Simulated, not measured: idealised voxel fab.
process module | voxel self aligned contacts
Displayed cross-section: cut, width of 285 nm, square cells sized 5 nm.
Square cells in a grid make up a cross-section in this document, and the grid is given as bands, listed from the top down, each one or more rows of cells.
The band entry comprises the height of the band's top followed by the height of its bottom, expressed in nm, and subsequently the band's materials from left to right, each stated together with its width in nm. Where a single material is marked with the word "all across", that material fills the band from edge to edge. The word "air" represents empty space.
It should be noted that heights are counted from 0, beneath which the wafer as supplied is of one material throughout, and that the lowest band possesses no lower boundary but continues downward, as written in "0 down".
Top row gets the first number, bottom row gets the second, and each row in between changes by the same step: that is how a band width like "30->40" works.
The designation "left unchanged", where it is given for a processing step, indicates that no cell of the cross-section was altered in the course of that step.
Voids not open to the top, 8 cells minimum: see "Sealed voids". Written width x height at distance; distance is from the left edge; nm.
Past the settings on a step's line: simulator remark, on that step.
"overlay nm" answers the question of how far to the right of plan the mask lay on a step that has a mask, and when it is negative the answer is to the left.

## Process steps - plan
1. RECEIVE (material Si)
2. OXIDIZE (depth nm 5)
3. DIRECTIONAL_DEP (material polySi; thk nm 20)
4. DIRECTIONAL_DEP (material SiN; thk nm 20)
5. MASKED_ETCH (tone cover; mask id GATE; width nm 30; pitch nm 60; etch materials SiN; depth nm 20; overlay nm 0)
6. MASKED_ETCH (tone cover; mask id GATE; width nm 30; pitch nm 60; etch materials polySi; depth nm 20; overlay nm 0)
7. CONFORMAL_DEP (material SiN; thk nm 5)
8. DIRECTIONAL_ETCH (etch materials SiN; depth nm 5)
9. FILL_DEP (material SiO2; thk nm 15)
10. CMP (height nm 45)
11. MASKED_ETCH (tone open; mask id CONTACT; width nm 40; etch materials SiO2; depth nm 50; overlay nm 0)
12. CONFORMAL_DEP (material TiN; thk nm 5)
13. FILL_DEP (material W; thk nm 10)
14. CMP (height nm 45)
15. CONFORMAL_DEP (material SiN; thk nm 5)

## Cross-sectional view of the wafer in its as-received condition, corresponding to the state after step 1
> 0 down: Si all across
> Sealed voids: none

## Starting wafer: above. Plan: above. Run: one mistake. Cross-section after the module: below
> 50 to 45: SiN all across
> 45 to 40: 120 of SiO2; 15 of TiN; 10 of W; 15 of TiN; 125 of SiO2
> 40 to 25: 90 of SiO2; 40 of SiN; 5 of TiN; 10 of W; 5 of TiN; 40 of SiN; 95 of SiO2
> 25 to 20: 90 of SiO2; 40 of SiN; 20 of TiN; 40 of SiN; 95 of SiO2
> 20 to 0: 90 of SiO2; 5 of SiN; 40 of polySi; 5 of SiN; 10 of TiN; 5 of SiN; 40 of polySi; 5 of SiN; 85 of SiO2
> 0 to -5: 140 of SiO2; 10 of TiN; 135 of SiO2
> -5 down: Si all across
> Sealed voids: none
So what did we get wrong on this run? not per plan at step 6, really ran MASKED_ETCH (tone cover; mask id GATE; width nm 30; pitch nm 60; etch materials polySi; depth nm 20; overlay nm 10)
